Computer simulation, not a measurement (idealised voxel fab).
process module | voxel self aligned contacts
cross-section cut | 215 nm wide | cells 5 nm
A cross-section is a grid of square cells, given in bands from the top down. A band is one or more rows of cells.
Each band's line starts with the height of the band's top and of its bottom, in nm. Then come its materials from left to right, each with its width in nm. One material with "throughout" fills the band from edge to edge. "air" is empty space.
Height 0 is the level under which the wafer as received is all one material. The lowest band goes on downwards, as in "0 down".
A width such as "30 to 40" changes by the same amount from each row of cells to the next, from the band's top row to its bottom row.
"no change" after a step means that no cell of the cross-section changed.
closed voids: empty space of 8 cells or more with no open way to the top, each as width x height at its distance from the left edge, in nm
after a step's settings: what the simulator itself notes on the step
overlay nm, on a step with a mask: how far to the right of its planned place the mask lay; to the left if negative
plan
1 op RECEIVE | material Si
2 op OXIDIZE | depth nm 5
3 op DIRECTIONAL_DEP | material polySi | thk nm 25
4 op DIRECTIONAL_DEP | material SiN | thk nm 20
5 op DIRECTIONAL_DEP | material aC | thk nm 10
6 op PATTERN | tone cover | mask id GATE | material resist | width nm 25 | pitch nm 50 | thk nm 30 | overlay nm 0
7 op DIRECTIONAL_ETCH | etch materials aC | depth nm 10
8 op STRIP | etch materials resist
9 op DIRECTIONAL_ETCH | etch materials SiN | depth nm 20
10 op DIRECTIONAL_ETCH | etch materials polySi | depth nm 25
11 op STRIP | etch materials aC
12 op CONFORMAL_DEP | material SiN | thk nm 5
13 op DIRECTIONAL_ETCH | etch materials SiN | depth nm 5
14 op FILL_DEP | material SiO2 | thk nm 10
15 op CMP | height nm 50
16 op MASKED_ETCH | tone open | mask id CONTACT | width nm 35 | etch materials SiO2 | depth nm 55 | overlay nm 0
17 op CONFORMAL_DEP | material TiN | thk nm 5
18 op FILL_DEP | material Ru | thk nm 5
19 op CMP | height nm 50
20 op CONFORMAL_DEP | material SiN | thk nm 5
as received, after step 1
  0 down: Si throughout
  closed voids: none
a wafer at the end: this start, this plan, one mistake
  55 to 50: SiN throughout
  50 to 40: SiO2 90 | TiN 5 to 10 | Ru 25 to 15 | TiN 5 to 10 | SiO2 90
  40 to 25: SiO2 70 | SiN 25 | TiN 5 | Ru 15 | TiN 5 | SiN 25 | SiO2 70
  25 to 0: SiO2 70 | polySi 25 | TiN 5 | Ru 15 | TiN 5 | polySi 25 | SiO2 70
  0 to -5: SiO2 95 | TiN 25 | SiO2 95
  -5 down: Si throughout
  closed voids: none
what went wrong: step 12 was left out
